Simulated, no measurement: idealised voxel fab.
process module | voxel tone inversion
cross-section cut | 220 nm wide | cells 5 nm
A cross-section is a grid of square cells, given in bands from the top down. A band is one or more rows of cells.
Each band's line starts with the height of the band's top and of its bottom, in nm. Then come its materials from left to right, each with its width in nm. One material with "throughout" fills the band from edge to edge. "air" is empty space.
Height 0 is the level under which the wafer as received is all one material. The lowest band goes on downwards, as in "0 down".
A width such as "30 to 40" changes by the same amount from each row of cells to the next, from the band's top row to its bottom row.
"no change" after a step means that no cell of the cross-section changed.
closed voids: empty space of 8 cells or more with no open way to the top, each as width x height at its distance from the left edge, in nm
after a step's settings: what the simulator itself notes on the step
overlay nm, on a step with a mask: how far to the right of its planned place the mask lay; to the left if negative
plan
1 op RECEIVE | material Si
2 op CONFORMAL_DEP | material SiN | thk nm 10
3 op DIRECTIONAL_DEP | material aC | thk nm 15
4 op PATTERN | tone cover | mask id POSTS | material resist | width nm 15 | pitch nm 45 | thk nm 25 | overlay nm 0
5 op DIRECTIONAL_ETCH | etch materials aC | depth nm 15
6 op STRIP | etch materials resist
7 op FILL_DEP | material lowk | thk nm 10
8 op CMP | height nm 25
9 op STRIP | etch materials aC
first wafer, as planned
as received, after step 1
  0 down: Si throughout
  closed voids: none
after step 2
  10 to 0: SiN throughout
  below 0: unchanged
after step 3
  25 to 10: aC throughout
  below 10: unchanged
after step 4
  50 to 25: air 35 | resist 15 | air 30 | resist 15 | air 30 | resist 15 | air 30 | resist 15 | air 35
  below 25: unchanged
after step 5
  35 to 25: air 35 | resist 15 | air 30 | resist 15 | air 30 | resist 15 | air 30 | resist 15 | air 35
  25 to 10: air 35 | aC 15 | air 30 | aC 15 | air 30 | aC 15 | air 30 | aC 15 | air 35
  below 10: unchanged
after step 6
  25 to 10: air 35 | aC 15 | air 30 | aC 15 | air 30 | aC 15 | air 30 | aC 15 | air 35
  below 10: unchanged
after step 7
  35 to 25: lowk throughout
  25 to 10: lowk 35 | aC 15 | lowk 30 | aC 15 | lowk 30 | aC 15 | lowk 30 | aC 15 | lowk 35
  below 10: unchanged
after step 8
  25 to 10: lowk 35 | aC 15 | lowk 30 | aC 15 | lowk 30 | aC 15 | lowk 30 | aC 15 | lowk 35
  below 10: unchanged
after step 9
  25 to 10: lowk 35 | air 15 | lowk 30 | air 15 | lowk 30 | air 15 | lowk 30 | air 15 | lowk 35
  below 10: unchanged
second wafer: like start, like plan, one mistake. Through step 7 it matches the first wafer
when step 8 should have ended
  25 to 10: lowk 35 | aC 15 | lowk 30 | aC 15 | lowk 30 | aC 15 | lowk 30 | aC 15 | lowk 35
  below 10: unchanged
when step 9 should have ended
  25 to 10: lowk 35 | air 15 | lowk 30 | air 15 | lowk 30 | air 15 | lowk 30 | air 15 | lowk 35
  below 10: unchanged
what went wrong: step 8 was run twice
at the end the two cross-sections are the same: no effect in what this model computes
